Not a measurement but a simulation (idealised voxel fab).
process module | voxel self aligned vias
cross-section cut | 300 nm wide | cells 5 nm
A cross-section is a grid of square cells, given in bands from the top down. A band is one or more rows of cells.
Each band's line starts with the height of the band's top and of its bottom, in nm. Then come its materials from left to right, each with its width in nm. One material with "throughout" fills the band from edge to edge. "air" is empty space.
Height 0 is the level under which the wafer as received is all one material. The lowest band goes on downwards, as in "0 down".
A width such as "30 to 40" changes by the same amount from each row of cells to the next, from the band's top row to its bottom row.
"no change" after a step means that no cell of the cross-section changed.
closed voids: empty space of 8 cells or more with no open way to the top, each as width x height at its distance from the left edge, in nm
after a step's settings: what the simulator itself notes on the step
overlay nm, on a step with a mask: how far to the right of its planned place the mask lay; to the left if negative
plan
1 op RECEIVE | material Si
2 op CONFORMAL_DEP | material SiO2 | thk nm 15
3 op CONFORMAL_DEP | material SiCN | thk nm 5
4 op DIRECTIONAL_DEP | material SiO2 | thk nm 30
5 op MASKED_ETCH | tone open | mask id LINES | width nm 30 | pitch nm 55 | etch materials SiO2 | depth nm 30 | overlay nm 0
6 op CONFORMAL_DEP | material TiN | thk nm 5
7 op FILL_DEP | material Ru | thk nm 10
8 op CMP | height nm 50
9 op SELECTIVE_ETCH | etch materials W Ru TiN | depth nm 10
10 op FILL_DEP | material SiN | thk nm 5
11 op CMP | height nm 50
12 op DIRECTIONAL_DEP | material SiO2 | thk nm 15
13 op PATTERN | tone open | mask id VIAS | material resist | width nm 40 | pitch nm 110 | thk nm 20 | overlay nm 0
14 op DIRECTIONAL_ETCH | etch materials SiO2 | depth nm 15
15 op DIRECTIONAL_ETCH | etch materials SiN | depth nm 10
16 op STRIP | etch materials resist
17 op CONFORMAL_DEP | material TiN | thk nm 5
18 op FILL_DEP | material Cu | thk nm 5
19 op CMP | height nm 65
20 op CONFORMAL_DEP | material SiN | thk nm 5
as received, after step 1
  0 down: Si throughout
  closed voids: none
a wafer at the end: this start, this plan, one mistake
  70 to 65: SiN throughout
  65 to 55: SiO2 70 | TiN 5 | Cu 30 | TiN 5 | SiO2 70 | TiN 5 | Cu 30 | TiN 5 | SiO2 80
  55 to 50: SiO2 70 | TiN 15 | Cu 20 | TiN 5 | SiO2 70 | TiN 15 | Cu 20 | TiN 5 | SiO2 80
  50 to 45: SiO2 80 | TiN 5 | Cu 20 | TiN 5 | SiO2 25 | SiN 30 | SiO2 25 | TiN 5 | Cu 20 | TiN 5 | SiO2 80
  45 to 40: SiO2 80 | TiN 30 | SiO2 25 | SiN 30 | SiO2 25 | TiN 30 | SiO2 80
  40 to 25: SiO2 80 | TiN 5 | Ru 20 | TiN 5 | SiO2 25 | TiN 5 | Ru 20 | TiN 5 | SiO2 25 | TiN 5 | Ru 20 | TiN 5 | SiO2 80
  25 to 20: SiO2 80 | TiN 30 | SiO2 25 | TiN 30 | SiO2 25 | TiN 30 | SiO2 80
  20 to 15: SiCN throughout
  15 to 0: SiO2 throughout
  0 down: Si throughout
  closed voids: none
what went wrong: step 13 ran as: op PATTERN | tone open | mask id VIAS | material resist | width nm 40 | pitch nm 110 | thk nm 20 | overlay nm -5
